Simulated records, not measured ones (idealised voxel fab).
The name of this process module is voxel plated lines.
Section cut is 265 nm wide and gridded with 5 nm square cells.
A cross-section in this document is a grid of square cells, and it is written down as bands, the top band listed before the ones below it; a band is made up of one or more rows of cells.
Heads up on the band format: heights come first, top then bottom, in nm. After that it's the materials left to right, each with its width in nm. A single material flagged "everywhere" fills the whole band edge to edge, and "empty" means there's empty space there.
We count height from 0. Below that, the starting wafer is all one material. The lowest band never ends at the bottom but goes on down; see "0 nm and below" for how that is written.
The expression "30 to 40" gives the width at the extremes of the band, the first number at its top row of cells and the second at its bottom row, with the width changing by equal amounts from each row to the next in between.
No cell of the cross-section changed in a step that is given as "remained the same".
The label "Trapped void list" introduces a list of the empty spaces, 8 cells or larger, that have no open way up to the top; each entry in it reads width x height at distance, where the distance is taken from the left edge and all three are stated in nm.
The remark found on a step's line after its settings is issued by the simulator itself and pertains to that step.
You can add "overlay nm" to a step's line. For a step with a mask, it describes how far the mask lay to the right of its planned position, and a negative number describes a lay to the left.
Read each pair as before and after one process step. The after cross-section shows only down to the lowest band that changed. The step between them and its settings are given below the pair. Pairs can come from different runs of this module on the same starting wafer. A pair continues from the pair above only where its "Pre-step condition" entry says so.

Pre-step condition
0 nm and below: Si everywhere
Trapped void list: none

Step Outcome
5 nm to 0 nm: SiO2 everywhere
Under the height 0 nothing was changed.
Trapped void list: none
The before and after cross-sections above differ by one step: op CONFORMAL_DEP | material SiO2 | thk nm 5

Pre-step condition: starting point is the after cross-section of the pair just above.

Step Outcome
10 nm to 5 nm: TiN everywhere
Under the height 5 nothing was changed.
Trapped void list: none
The before and after cross-sections above differ by one step: op DIRECTIONAL_DEP | material TiN | thk nm 5

Pre-step condition: starting point is the after cross-section of the pair just above.

Step Outcome
30 nm to 10 nm: 65 of resist; 25 of empty; 30 of resist; 25 of empty; 30 of resist; 25 of empty; 65 of resist
Under the height 10 nothing was changed.
Trapped void list: none
The before and after cross-sections above differ by one step: op PATTERN | tone open | mask id LINES | material resist | width nm 25 | pitch nm 55 | thk nm 20 | overlay nm 0

Pre-step condition: starting point is the after cross-section of the pair just above.

Step Outcome
30 nm to 20 nm: 65 of resist; 25 of empty; 30 of resist; 25 of empty; 30 of resist; 25 of empty; 65 of resist
20 nm to 10 nm: 65 of resist; 25 of Ru; 30 of resist; 25 of Ru; 30 of resist; 25 of Ru; 65 of resist
Under the height 10 nothing was changed.
Trapped void list: none
The before and after cross-sections above differ by one step: op EPI | material Ru | thk nm 10

Pre-step condition: starting point is the after cross-section of the pair just above.

Step Outcome
20 nm to 10 nm: 65 of empty; 25 of Ru; 30 of empty; 25 of Ru; 30 of empty; 25 of Ru; 65 of empty
Under the height 10 nothing was changed.
Trapped void list: none
The before and after cross-sections above differ by one step: op STRIP | etch materials resist

Pre-step condition: starting point is the after cross-section of the pair just above.

Step Outcome
20 nm to 10 nm: 65 of empty; 25 of Ru; 30 of empty; 25 of Ru; 30 of empty; 25 of Ru; 65 of empty
10 nm to 5 nm: 65 of empty; 25 of TiN; 30 of empty; 25 of TiN; 30 of empty; 25 of TiN; 65 of empty
Under the height 5 nothing was changed.
Trapped void list: none
The before and after cross-sections above differ by one step: op DIRECTIONAL_ETCH | etch materials TiN | depth nm 5

Pre-step condition: starting point is the after cross-section of the pair just above.

Step Outcome
25 nm to 20 nm: 60 of empty; 35 of SiCN; 20 of empty; 35 of SiCN; 20 of empty; 35 of SiCN; 60 of empty
20 nm to 10 nm: 60 of empty; 5 of SiCN; 25 of Ru; 5 of SiCN; 20 of empty; 5 of SiCN; 25 of Ru; 5 of SiCN; 20 of empty; 5 of SiCN; 25 of Ru; 5 of SiCN; 60 of empty
10 nm to 5 nm: 65 of SiCN; 25 of TiN; 30 of SiCN; 25 of TiN; 30 of SiCN; 25 of TiN; 65 of SiCN
Under the height 5 nothing was changed.
Trapped void list: none
The before and after cross-sections above differ by one step: op CONFORMAL_DEP | material SiCN | thk nm 5

Pre-step condition
30 nm to 20 nm: 65 of resist; 25 of empty; 30 of resist; 25 of empty; 30 of resist; 25 of empty; 65 of resist
20 nm to 10 nm: 65 of resist; 25 of Ru; 30 of resist; 25 of Ru; 30 of resist; 25 of Ru; 65 of resist
10 nm to 5 nm: TiN everywhere
5 nm to 0 nm: SiO2 everywhere
0 nm and below: Si everywhere
Trapped void list: none

Step Outcome
30 nm to 10 nm: 65 of resist; 25 of Ru; 30 of resist; 25 of Ru; 30 of resist; 25 of Ru; 65 of resist
Under the height 10 nothing was changed.
Trapped void list: none
The before and after cross-sections above differ by one step: op EPI | material Ru | thk nm 10

Pre-step condition: starting point is the after cross-section of the pair just above.

Step Outcome
30 nm to 10 nm: 65 of empty; 25 of Ru; 30 of empty; 25 of Ru; 30 of empty; 25 of Ru; 65 of empty
Under the height 10 nothing was changed.
Trapped void list: none
The before and after cross-sections above differ by one step: op STRIP | etch materials resist

Pre-step condition: starting point is the after cross-section of the pair just above.

Step Outcome
30 nm to 10 nm: 65 of empty; 25 of Ru; 30 of empty; 25 of Ru; 30 of empty; 25 of Ru; 65 of empty
10 nm to 5 nm: 65 of empty; 25 of TiN; 30 of empty; 25 of TiN; 30 of empty; 25 of TiN; 65 of empty
Under the height 5 nothing was changed.
Trapped void list: none
The before and after cross-sections above differ by one step: op DIRECTIONAL_ETCH | etch materials TiN | depth nm 5

Pre-step condition: starting point is the after cross-section of the pair just above.

Step Outcome
35 nm to 30 nm: 60 of empty; 35 of SiCN; 20 of empty; 35 of SiCN; 20 of empty; 35 of SiCN; 60 of empty
30 nm to 10 nm: 60 of empty; 5 of SiCN; 25 of Ru; 5 of SiCN; 20 of empty; 5 of SiCN; 25 of Ru; 5 of SiCN; 20 of empty; 5 of SiCN; 25 of Ru; 5 of SiCN; 60 of empty
10 nm to 5 nm: 65 of SiCN; 25 of TiN; 30 of SiCN; 25 of TiN; 30 of SiCN; 25 of TiN; 65 of SiCN
Under the height 5 nothing was changed.
Trapped void list: none
The before and after cross-sections above differ by one step: op CONFORMAL_DEP | material SiCN | thk nm 5

Pre-step condition
0 nm and below: Si everywhere
Trapped void list: none

Step Outcome
5 nm to 0 nm: TiN everywhere
Under the height 0 nothing was changed.
Trapped void list: none
The before and after cross-sections above differ by one step: op DIRECTIONAL_DEP | material TiN | thk nm 5

Pre-step condition: starting point is the after cross-section of the pair just above.

Step Outcome
10 nm to 5 nm: SiO2 everywhere
Under the height 5 nothing was changed.
Trapped void list: none
The before and after cross-sections above differ by one step: op CONFORMAL_DEP | material SiO2 | thk nm 5

Pre-step condition: starting point is the after cross-section of the pair just above.

Step Outcome
30 nm to 10 nm: 65 of resist; 25 of empty; 30 of resist; 25 of empty; 30 of resist; 25 of empty; 65 of resist
Under the height 10 nothing was changed.
Trapped void list: none
The before and after cross-sections above differ by one step: op PATTERN | tone open | mask id LINES | material resist | width nm 25 | pitch nm 55 | thk nm 20 | overlay nm 0

Pre-step condition: starting point is the after cross-section of the pair just above.

Step Outcome
10 nm to 5 nm: SiO2 everywhere
Under the height 5 nothing was changed.
Trapped void list: none
The before and after cross-sections above differ by one step: op STRIP | etch materials resist

Pre-step condition: starting point is the after cross-section of the pair just above.

Step Outcome
15 nm to 10 nm: SiCN everywhere
Under the height 10 nothing was changed.
Trapped void list: none
The before and after cross-sections above differ by one step: op CONFORMAL_DEP | material SiCN | thk nm 5

Pre-step condition
0 nm and below: Si everywhere
Trapped void list: none

Step Outcome
15 nm to 0 nm: SiO2 everywhere
Under the height 0 nothing was changed.
Trapped void list: none
The before and after cross-sections above differ by one step: op CONFORMAL_DEP | material SiO2 | thk nm 15

Pre-step condition: starting point is the after cross-section of the pair just above.

Step Outcome
20 nm to 15 nm: TiN everywhere
Under the height 15 nothing was changed.
Trapped void list: none
The before and after cross-sections above differ by one step: op DIRECTIONAL_DEP | material TiN | thk nm 5

Pre-step condition: starting point is the after cross-section of the pair just above.

Step Outcome
40 nm to 20 nm: 65 of resist; 25 of empty; 30 of resist; 25 of empty; 30 of resist; 25 of empty; 65 of resist
Under the height 20 nothing was changed.
Trapped void list: none
The before and after cross-sections above differ by one step: op PATTERN | tone open | mask id LINES | material resist | width nm 25 | pitch nm 55 | thk nm 20 | overlay nm 0

Pre-step condition: starting point is the after cross-section of the pair just above.

Step Outcome
40 nm to 30 nm: 65 of resist; 25 of empty; 30 of resist; 25 of empty; 30 of resist; 25 of empty; 65 of resist
30 nm to 20 nm: 65 of resist; 25 of Ru; 30 of resist; 25 of Ru; 30 of resist; 25 of Ru; 65 of resist
Under the height 20 nothing was changed.
Trapped void list: none
The before and after cross-sections above differ by one step: op EPI | material Ru | thk nm 10

Pre-step condition: starting point is the after cross-section of the pair just above.

Step Outcome
30 nm to 20 nm: 65 of empty; 25 of Ru; 30 of empty; 25 of Ru; 30 of empty; 25 of Ru; 65 of empty
Under the height 20 nothing was changed.
Trapped void list: none
The before and after cross-sections above differ by one step: op STRIP | etch materials resist

Pre-step condition: starting point is the after cross-section of the pair just above.

Step Outcome
30 nm to 20 nm: 65 of empty; 25 of Ru; 30 of empty; 25 of Ru; 30 of empty; 25 of Ru; 65 of empty
20 nm to 15 nm: 65 of empty; 25 of TiN; 30 of empty; 25 of TiN; 30 of empty; 25 of TiN; 65 of empty
Under the height 15 nothing was changed.
Trapped void list: none
The before and after cross-sections above differ by one step: op DIRECTIONAL_ETCH | etch materials TiN | depth nm 5

Pre-step condition: starting point is the after cross-section of the pair just above.

Step Outcome
35 nm to 30 nm: 60 of empty; 35 of SiCN; 20 of empty; 35 of SiCN; 20 of empty; 35 of SiCN; 60 of empty
30 nm to 20 nm: 60 of empty; 5 of SiCN; 25 of Ru; 5 of SiCN; 20 of empty; 5 of SiCN; 25 of Ru; 5 of SiCN; 20 of empty; 5 of SiCN; 25 of Ru; 5 of SiCN; 60 of empty
20 nm to 15 nm: 65 of SiCN; 25 of TiN; 30 of SiCN; 25 of TiN; 30 of SiCN; 25 of TiN; 65 of SiCN
Under the height 15 nothing was changed.
Trapped void list: none
The before and after cross-sections above differ by one step: op CONFORMAL_DEP | material SiCN | thk nm 5

Pre-step condition
10 nm to 5 nm: TiN everywhere
5 nm to 0 nm: SiO2 everywhere
0 nm and below: Si everywhere
Trapped void list: none

Step Outcome
30 nm to 10 nm: 70 of resist; 20 of empty; 35 of resist; 20 of empty; 35 of resist; 20 of empty; 65 of resist
Under the height 10 nothing was changed.
Trapped void list: none
The before and after cross-sections above differ by one step: op PATTERN | tone open | mask id LINES | material resist | width nm 20 | pitch nm 55 | thk nm 20 | overlay nm 0

Pre-step condition: starting point is the after cross-section of the pair just above.

Step Outcome
30 nm to 20 nm: 70 of resist; 20 of empty; 35 of resist; 20 of empty; 35 of resist; 20 of empty; 65 of resist
20 nm to 10 nm: 70 of resist; 20 of Ru; 35 of resist; 20 of Ru; 35 of resist; 20 of Ru; 65 of resist
Under the height 10 nothing was changed.
Trapped void list: none
The before and after cross-sections above differ by one step: op EPI | material Ru | thk nm 10

Pre-step condition: starting point is the after cross-section of the pair just above.

Step Outcome
20 nm to 10 nm: 70 of empty; 20 of Ru; 35 of empty; 20 of Ru; 35 of empty; 20 of Ru; 65 of empty
Under the height 10 nothing was changed.
Trapped void list: none
The before and after cross-sections above differ by one step: op STRIP | etch materials resist

Pre-step condition: starting point is the after cross-section of the pair just above.

Step Outcome
20 nm to 10 nm: 70 of empty; 20 of Ru; 35 of empty; 20 of Ru; 35 of empty; 20 of Ru; 65 of empty
10 nm to 5 nm: 70 of empty; 20 of TiN; 35 of empty; 20 of TiN; 35 of empty; 20 of TiN; 65 of empty
Under the height 5 nothing was changed.
Trapped void list: none
The before and after cross-sections above differ by one step: op DIRECTIONAL_ETCH | etch materials TiN | depth nm 5

Pre-step condition: starting point is the after cross-section of the pair just above.

Step Outcome
25 nm to 20 nm: 65 of empty; 30 of SiCN; 25 of empty; 30 of SiCN; 25 of empty; 30 of SiCN; 60 of empty
20 nm to 10 nm: 65 of empty; 5 of SiCN; 20 of Ru; 5 of SiCN; 25 of empty; 5 of SiCN; 20 of Ru; 5 of SiCN; 25 of empty; 5 of SiCN; 20 of Ru; 5 of SiCN; 60 of empty
10 nm to 5 nm: 70 of SiCN; 20 of TiN; 35 of SiCN; 20 of TiN; 35 of SiCN; 20 of TiN; 65 of SiCN
Under the height 5 nothing was changed.
Trapped void list: none
The before and after cross-sections above differ by one step: op CONFORMAL_DEP | material SiCN | thk nm 5

Pre-step condition
10 nm to 5 nm: TiN everywhere
5 nm to 0 nm: SiO2 everywhere
0 nm and below: Si everywhere
Trapped void list: none

Step Outcome
30 nm to 10 nm: 55 of resist; 25 of empty; 30 of resist; 25 of empty; 30 of resist; 25 of empty; 75 of resist
Under the height 10 nothing was changed.
Trapped void list: none
The before and after cross-sections above differ by one step: op PATTERN | tone open | mask id LINES | material resist | width nm 25 | pitch nm 55 | thk nm 20 | overlay nm -10

Pre-step condition: starting point is the after cross-section of the pair just above.

Step Outcome
30 nm to 20 nm: 55 of resist; 25 of empty; 30 of resist; 25 of empty; 30 of resist; 25 of empty; 75 of resist
20 nm to 10 nm: 55 of resist; 25 of Ru; 30 of resist; 25 of Ru; 30 of resist; 25 of Ru; 75 of resist
Under the height 10 nothing was changed.
Trapped void list: none
The before and after cross-sections above differ by one step: op EPI | material Ru | thk nm 10

Pre-step condition: starting point is the after cross-section of the pair just above.

Step Outcome
20 nm to 10 nm: 55 of empty; 25 of Ru; 30 of empty; 25 of Ru; 30 of empty; 25 of Ru; 75 of empty
Under the height 10 nothing was changed.
Trapped void list: none
The before and after cross-sections above differ by one step: op STRIP | etch materials resist

Pre-step condition: starting point is the after cross-section of the pair just above.

Step Outcome
20 nm to 10 nm: 55 of empty; 25 of Ru; 30 of empty; 25 of Ru; 30 of empty; 25 of Ru; 75 of empty
10 nm to 5 nm: 55 of empty; 25 of TiN; 30 of empty; 25 of TiN; 30 of empty; 25 of TiN; 75 of empty
Under the height 5 nothing was changed.
Trapped void list: none
The before and after cross-sections above differ by one step: op DIRECTIONAL_ETCH | etch materials TiN | depth nm 5

Pre-step condition: starting point is the after cross-section of the pair just above.

Step Outcome
25 nm to 20 nm: 50 of empty; 35 of SiCN; 20 of empty; 35 of SiCN; 20 of empty; 35 of SiCN; 70 of empty
20 nm to 10 nm: 50 of empty; 5 of SiCN; 25 of Ru; 5 of SiCN; 20 of empty; 5 of SiCN; 25 of Ru; 5 of SiCN; 20 of empty; 5 of SiCN; 25 of Ru; 5 of SiCN; 70 of empty
10 nm to 5 nm: 55 of SiCN; 25 of TiN; 30 of SiCN; 25 of TiN; 30 of SiCN; 25 of TiN; 75 of SiCN
Under the height 5 nothing was changed.
Trapped void list: none
The before and after cross-sections above differ by one step: op CONFORMAL_DEP | material SiCN | thk nm 5

Pre-step condition
5 nm to 0 nm: SiO2 everywhere
0 nm and below: Si everywhere
Trapped void list: none

Step Outcome
10 nm to 0 nm: SiO2 everywhere
Under the height 0 nothing was changed.
Trapped void list: none
The before and after cross-sections above differ by one step: op DIRECTIONAL_DEP | material SiO2 | thk nm 5

Pre-step condition: starting point is the after cross-section of the pair just above.

Step Outcome
30 nm to 10 nm: 65 of resist; 25 of empty; 30 of resist; 25 of empty; 30 of resist; 25 of empty; 65 of resist
Under the height 10 nothing was changed.
Trapped void list: none
The before and after cross-sections above differ by one step: op PATTERN | tone open | mask id LINES | material resist | width nm 25 | pitch nm 55 | thk nm 20 | overlay nm 0

Pre-step condition: starting point is the after cross-section of the pair just above.

Step Outcome
10 nm to 0 nm: SiO2 everywhere
Under the height 0 nothing was changed.
Trapped void list: none
The before and after cross-sections above differ by one step: op STRIP | etch materials resist

Pre-step condition: starting point is the after cross-section of the pair just above.

Step Outcome
15 nm to 10 nm: SiCN everywhere
Under the height 10 nothing was changed.
Trapped void list: none
The before and after cross-sections above differ by one step: op CONFORMAL_DEP | material SiCN | thk nm 5

Pre-step condition
10 nm to 5 nm: TiN everywhere
5 nm to 0 nm: SiO2 everywhere
0 nm and below: Si everywhere
Trapped void list: none

Step Outcome
30 nm to 10 nm: 65 of empty; 25 of resist; 30 of empty; 25 of resist; 30 of empty; 25 of resist; 65 of empty
Under the height 10 nothing was changed.
Trapped void list: none
The before and after cross-sections above differ by one step: op PATTERN | tone cover | mask id LINES | material resist | width nm 25 | pitch nm 55 | thk nm 20 | overlay nm 0

Pre-step condition: starting point is the after cross-section of the pair just above.

Step Outcome
30 nm to 20 nm: 65 of empty; 25 of resist; 30 of empty; 25 of resist; 30 of empty; 25 of resist; 65 of empty
20 nm to 10 nm: 65 of Ru; 25 of resist; 30 of Ru; 25 of resist; 30 of Ru; 25 of resist; 65 of Ru
Under the height 10 nothing was changed.
Trapped void list: none
The before and after cross-sections above differ by one step: op EPI | material Ru | thk nm 10

Pre-step condition: starting point is the after cross-section of the pair just above.

Step Outcome
20 nm to 10 nm: 65 of Ru; 25 of empty; 30 of Ru; 25 of empty; 30 of Ru; 25 of empty; 65 of Ru
Under the height 10 nothing was changed.
Trapped void list: none
The before and after cross-sections above differ by one step: op STRIP | etch materials resist

Pre-step condition: starting point is the after cross-section of the pair just above.

Step Outcome
20 nm to 10 nm: 65 of Ru; 25 of empty; 30 of Ru; 25 of empty; 30 of Ru; 25 of empty; 65 of Ru
10 nm to 5 nm: 65 of TiN; 25 of empty; 30 of TiN; 25 of empty; 30 of TiN; 25 of empty; 65 of TiN
Under the height 5 nothing was changed.
Trapped void list: none
The before and after cross-sections above differ by one step: op DIRECTIONAL_ETCH | etch materials TiN | depth nm 5

Pre-step condition: starting point is the after cross-section of the pair just above.

Step Outcome
25 nm to 20 nm: 70 of SiCN; 15 of empty; 40 of SiCN; 15 of empty; 40 of SiCN; 15 of empty; 70 of SiCN
20 nm to 10 nm: 65 of Ru; 5 of SiCN; 15 of empty; 5 of SiCN; 30 of Ru; 5 of SiCN; 15 of empty; 5 of SiCN; 30 of Ru; 5 of SiCN; 15 of empty; 5 of SiCN; 65 of Ru
10 nm to 5 nm: 65 of TiN; 25 of SiCN; 30 of TiN; 25 of SiCN; 30 of TiN; 25 of SiCN; 65 of TiN
Under the height 5 nothing was changed.
Trapped void list: none
The before and after cross-sections above differ by one step: op CONFORMAL_DEP | material SiCN | thk nm 5
